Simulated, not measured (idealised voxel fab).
Module name: voxel ribs on slabs (process module)
cross-section cut | 235 nm wide | cells 5 nm
Cross-section = grid of square cells, listed top down in bands; band = one or more rows.
Look at the band entry: it leads with the top's height and the bottom's height in nm. Then it lists the materials left to right, with a width in nm for each. The word "all across" on a single material says that material fills the band edge to edge. The word "empty" is empty space.
Height is counted from the level 0, under which the received wafer is composed throughout of one material. The lowest of the bands is not closed at the bottom but continues downward, in the notation "0..down".
Graded width ("30 to 40"): value in top row of band = first number; value in bottom row = second number; row-to-row change constant.
The cross-section has no changed cell in any step marked "all unchanged".
You'll see "Closed-off voids" listing empty spaces that have no way open to the top, as long as they're 8 cells or more; the notation is width x height at distance, where the distance is from the left edge, and all of it is in nm.
Anything after a step's settings on that line? It's the simulator's own note about the step.
overlay nm: on a step with a mask, how far right of its planned place the mask lay; negative means left.

## The process steps that were planned are listed below
1,op RECEIVE | material Si
2,op DIRECTIONAL_DEP | material SiO2 | thk nm 25
3,op DIRECTIONAL_DEP | material polySi | thk nm 25
4,op DIRECTIONAL_DEP | material aC | thk nm 15
5,op PATTERN | tone cover | mask id RIB | material resist | width nm 20 | thk nm 30 | overlay nm 0
6,op DIRECTIONAL_ETCH | etch materials aC | depth nm 15
7,op STRIP | etch materials resist
8,op DIRECTIONAL_ETCH | etch materials polySi | depth nm 15
9,op STRIP | etch materials aC
10,op PATTERN | tone cover | mask id SLAB | material resist | width nm 60 | thk nm 20 | overlay nm 0
11,op DIRECTIONAL_ETCH | etch materials polySi | depth nm 10
12,op STRIP | etch materials resist
13,op FILL_DEP | material SiO2 | thk nm 20
14,op CMP | height nm 65
15,op DIRECTIONAL_DEP | material W | thk nm 10
16,op MASKED_ETCH | tone cover | mask id HEATER | width nm 30 | etch materials W | depth nm 10 | overlay nm 0
17,op CONFORMAL_DEP | material SiN | thk nm 10

## What follows covers the first of two wafers; it ran as planned

## As-received wafer cross-section (after step 1)
- 0..down  Si all across
- Closed-off voids: none

## After step 2: wafer cross-section
- 25..0  SiO2 all across
- All layers under 0 are left as they were.

## After step 3: wafer cross-section
- 50..25  polySi all across
- All layers under 25 are left as they were.

## After step 4: wafer cross-section
- 65..50  aC all across
- All layers under 50 are left as they were.

## After step 5: wafer cross-section
- 95..65  105 of empty / 20 of resist / 110 of empty
- All layers under 65 are left as they were.

## After step 6: wafer cross-section
- 80..65  105 of empty / 20 of resist / 110 of empty
- 65..50  105 of empty / 20 of aC / 110 of empty
- All layers under 50 are left as they were.

## After step 7: wafer cross-section
- 65..50  105 of empty / 20 of aC / 110 of empty
- All layers under 50 are left as they were.

## After step 8: wafer cross-section
- 65..50  105 of empty / 20 of aC / 110 of empty
- 50..35  105 of empty / 20 of polySi / 110 of empty
- All layers under 35 are left as they were.

## After step 9: wafer cross-section
- 50..35  105 of empty / 20 of polySi / 110 of empty
- All layers under 35 are left as they were.

## After step 10: wafer cross-section
- 70..50  85 of empty / 60 of resist / 90 of empty
- 50..35  85 of empty / 20 of resist / 20 of polySi / 20 of resist / 90 of empty
- All layers under 35 are left as they were.

## After step 11: wafer cross-section
- 70..50  85 of empty / 60 of resist / 90 of empty
- 50..35  85 of empty / 20 of resist / 20 of polySi / 20 of resist / 90 of empty
- 35..25  85 of empty / 60 of polySi / 90 of empty
- All layers under 25 are left as they were.

## After step 12: wafer cross-section
- 50..35  105 of empty / 20 of polySi / 110 of empty
- All layers under 35 are left as they were.

## After step 13: wafer cross-section
- 70..50  SiO2 all across
- 50..35  105 of SiO2 / 20 of polySi / 110 of SiO2
- 35..25  85 of SiO2 / 60 of polySi / 90 of SiO2
- All layers under 25 are left as they were.

## After step 14: wafer cross-section
- 65..50  SiO2 all across
- All layers under 50 are left as they were.

## After step 15: wafer cross-section
- 75..65  W all across
- All layers under 65 are left as they were.

## After step 16: wafer cross-section
- 75..65  100 of empty / 30 of W / 105 of empty
- All layers under 65 are left as they were.

## After step 17: wafer cross-section
- 85..75  90 of empty / 50 of SiN / 95 of empty
- 75..65  100 of SiN / 30 of W / 105 of SiN
- All layers under 65 are left as they were.

## Okay, second wafer. Nothing different at the start, nothing different in the plan, just one mistake somewhere in the running. As far as step 2, counting that step, it's the first wafer all over again

## Cross-section, second wafer, at the end time the plan gives for step 3
- 60..25  polySi all across
- All layers under 25 are left as they were.

## Cross-section, second wafer, at the end time the plan gives for step 4
- 75..60  aC all across
- All layers under 60 are left as they were.

## Cross-section, second wafer, at the end time the plan gives for step 5
- 105..75  105 of empty / 20 of resist / 110 of empty
- All layers under 75 are left as they were.

## Cross-section, second wafer, at the end time the plan gives for step 6
- 90..75  105 of empty / 20 of resist / 110 of empty
- 75..60  105 of empty / 20 of aC / 110 of empty
- All layers under 60 are left as they were.

## Cross-section, second wafer, at the end time the plan gives for step 7
- 75..60  105 of empty / 20 of aC / 110 of empty
- All layers under 60 are left as they were.

## Cross-section, second wafer, at the end time the plan gives for step 8
- 75..60  105 of empty / 20 of aC / 110 of empty
- 60..45  105 of empty / 20 of polySi / 110 of empty
- All layers under 45 are left as they were.

## Cross-section, second wafer, at the end time the plan gives for step 9
- 60..45  105 of empty / 20 of polySi / 110 of empty
- All layers under 45 are left as they were.

## Cross-section, second wafer, at the end time the plan gives for step 10
- 80..60  85 of empty / 60 of resist / 90 of empty
- 60..45  85 of empty / 20 of resist / 20 of polySi / 20 of resist / 90 of empty
- All layers under 45 are left as they were.

## Cross-section, second wafer, at the end time the plan gives for step 11
- 80..60  85 of empty / 60 of resist / 90 of empty
- 60..45  85 of empty / 20 of resist / 20 of polySi / 20 of resist / 90 of empty
- 45..35  85 of empty / 60 of polySi / 90 of empty
- All layers under 35 are left as they were.

## Cross-section, second wafer, at the end time the plan gives for step 12
- 60..45  105 of empty / 20 of polySi / 110 of empty
- All layers under 45 are left as they were.

## Cross-section, second wafer, at the end time the plan gives for step 13
- 80..60  SiO2 all across
- 60..45  105 of SiO2 / 20 of polySi / 110 of SiO2
- 45..35  85 of SiO2 / 60 of polySi / 90 of SiO2
- All layers under 35 are left as they were.

## Cross-section, second wafer, at the end time the plan gives for step 14
- 65..60  SiO2 all across
- All layers under 60 are left as they were.

## Cross-section, second wafer, at the end time the plan gives for step 15
- 75..65  W all across
- All layers under 65 are left as they were.

## Cross-section, second wafer, at the end time the plan gives for step 16
- 75..65  100 of empty / 30 of W / 105 of empty
- All layers under 65 are left as they were.

## Cross-section, second wafer, at the end time the plan gives for step 17
- 85..75  90 of empty / 50 of SiN / 95 of empty
- 75..65  100 of SiN / 30 of W / 105 of SiN
- All layers under 65 are left as they were.
Want to know what went wrong? so step 3 ended up running with a different setting than we planned, it ran as op DIRECTIONAL_DEP | material polySi | thk nm 35
Count the cells at the end and the second wafer has more or fewer of some materials than the first: SiO2 -94 | polySi +94
